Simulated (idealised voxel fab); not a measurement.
process module | voxel transistor to metal
cross-section cut | 165 nm wide | cells 5 nm
A cross-section is a grid of square cells, given in bands from the top down. A band is one or more rows of cells.
Each band's line starts with the height of the band's top and of its bottom, in nm. Then come its materials from left to right, each with its width in nm. One material with "throughout" fills the band from edge to edge. "air" is empty space.
Height 0 is the level under which the wafer as received is all one material. The lowest band goes on downwards, as in "0 down".
A width such as "30 to 40" changes by the same amount from each row of cells to the next, from the band's top row to its bottom row.
"no change" after a step means that no cell of the cross-section changed.
closed voids: empty space of 8 cells or more with no open way to the top, each as width x height at its distance from the left edge, in nm
after a step's settings: what the simulator itself notes on the step
overlay nm, on a step with a mask: how far to the right of its planned place the mask lay; to the left if negative
plan
1 op RECEIVE | material Si
2 op CONFORMAL_DEP | material SiO2 | thk nm 5
3 op CONFORMAL_DEP | material SiN | thk nm 10
4 op DIRECTIONAL_DEP | material aC | thk nm 15
5 op PATTERN | tone cover | mask id ACTIVE | material resist | width nm 95 | thk nm 30 | overlay nm 0
6 op DIRECTIONAL_ETCH | etch materials aC | depth nm 15
7 op STRIP | etch materials resist
8 op DIRECTIONAL_ETCH | etch materials SiN | depth nm 10
9 op DIRECTIONAL_ETCH | etch materials SiO2 | depth nm 5
10 op DIRECTIONAL_ETCH | etch materials Si | depth nm 20
11 op STRIP | etch materials aC
12 op OXIDIZE | depth nm 5
13 op FILL_DEP | material SiO2 | thk nm 15
14 op CMP | height nm 15
15 op SELECTIVE_ETCH | etch materials SiO2 | depth nm 5
16 op STRIP | etch materials SiN
17 op SELECTIVE_ETCH | etch materials SiO2 | depth nm 5
18 op OXIDIZE | depth nm 5
19 op DIRECTIONAL_DEP | material polySi | thk nm 20
20 op DIRECTIONAL_DEP | material SiCN | thk nm 15
21 op PATTERN | tone cover | mask id GATE | material resist | width nm 15 | thk nm 20 | overlay nm 0
22 op DIRECTIONAL_ETCH | etch materials SiCN | depth nm 25
23 op DIRECTIONAL_ETCH | etch materials polySi | depth nm 30
24 op STRIP | etch materials resist
25 op CONFORMAL_DEP | material SiN | thk nm 5
26 op DIRECTIONAL_ETCH | etch materials SiN | depth nm 5
27 op DIRECTIONAL_ETCH | etch materials SiO2 | depth nm 5
28 op EPI | material SiGe | thk nm 5
29 op FILL_DEP | material SiO2 | thk nm 10
30 op CMP | height nm 35
31 op DIRECTIONAL_DEP | material SiO2 | thk nm 10
32 op PATTERN | tone open | mask id CONTACT | material resist | width nm 20 | pitch nm 65 | thk nm 15 | overlay nm 0
33 op DIRECTIONAL_ETCH | etch materials SiO2 | depth nm 45
34 op STRIP | etch materials resist
35 op CONFORMAL_DEP | material TiN | thk nm 5
36 op FILL_DEP | material Ru | thk nm 5
37 op CMP | height nm 45
38 op DIRECTIONAL_DEP | material TiN | thk nm 5
39 op DIRECTIONAL_DEP | material Ru | thk nm 20
40 op MASKED_ETCH | tone cover | mask id METAL_1 | width nm 20 | pitch nm 65 | etch materials Ru | depth nm 20 | overlay nm 0
41 op MASKED_ETCH | tone cover | mask id METAL_1 | width nm 20 | pitch nm 65 | etch materials TiN | depth nm 5 | overlay nm 0
42 op FILL_DEP | material SiO2 | thk nm 10
43 op CMP | height nm 70
44 op CONFORMAL_DEP | material SiN | thk nm 5
as received, after step 1
  0 down: Si throughout
  closed voids: none
a wafer at the end: this start, this plan, one mistake
  75 to 70: SiN throughout
  70 to 50: SiO2 40 | Ru 20 | SiO2 45 | Ru 20 | SiO2 40
  50 to 45: SiO2 40 | TiN 20 | SiO2 45 | TiN 20 | SiO2 40
  45 to 35: SiO2 40 | TiN 5 | Ru 10 | TiN 5 | SiO2 45 | TiN 5 | Ru 10 | TiN 5 | SiO2 40
  35 to 20: SiO2 40 | TiN 5 | Ru 10 | TiN 5 | SiO2 10 | SiN 5 | SiCN 15 | SiN 5 | SiO2 10 | TiN 5 | Ru 10 | TiN 5 | SiO2 40
  20 to 5: SiO2 40 | TiN 5 | Ru 10 | TiN 5 | SiO2 10 | SiN 5 | polySi 15 | SiN 5 | SiO2 10 | TiN 5 | Ru 10 | TiN 5 | SiO2 40
  5 to 0: SiO2 30 | SiN 5 | SiO2 5 | TiN 20 | SiO2 10 | SiN 5 | polySi 15 | SiN 5 | SiO2 10 | TiN 20 | SiO2 5 | SiN 5 | SiO2 30
  0 to -5: SiO2 35 | SiGe 35 | SiO2 25 | SiGe 35 | SiO2 35
  -5 to -45: SiO2 40 | Si 85 | SiO2 40
  -45 down: Si throughout
  closed voids: none
what went wrong: step 10 was run twice
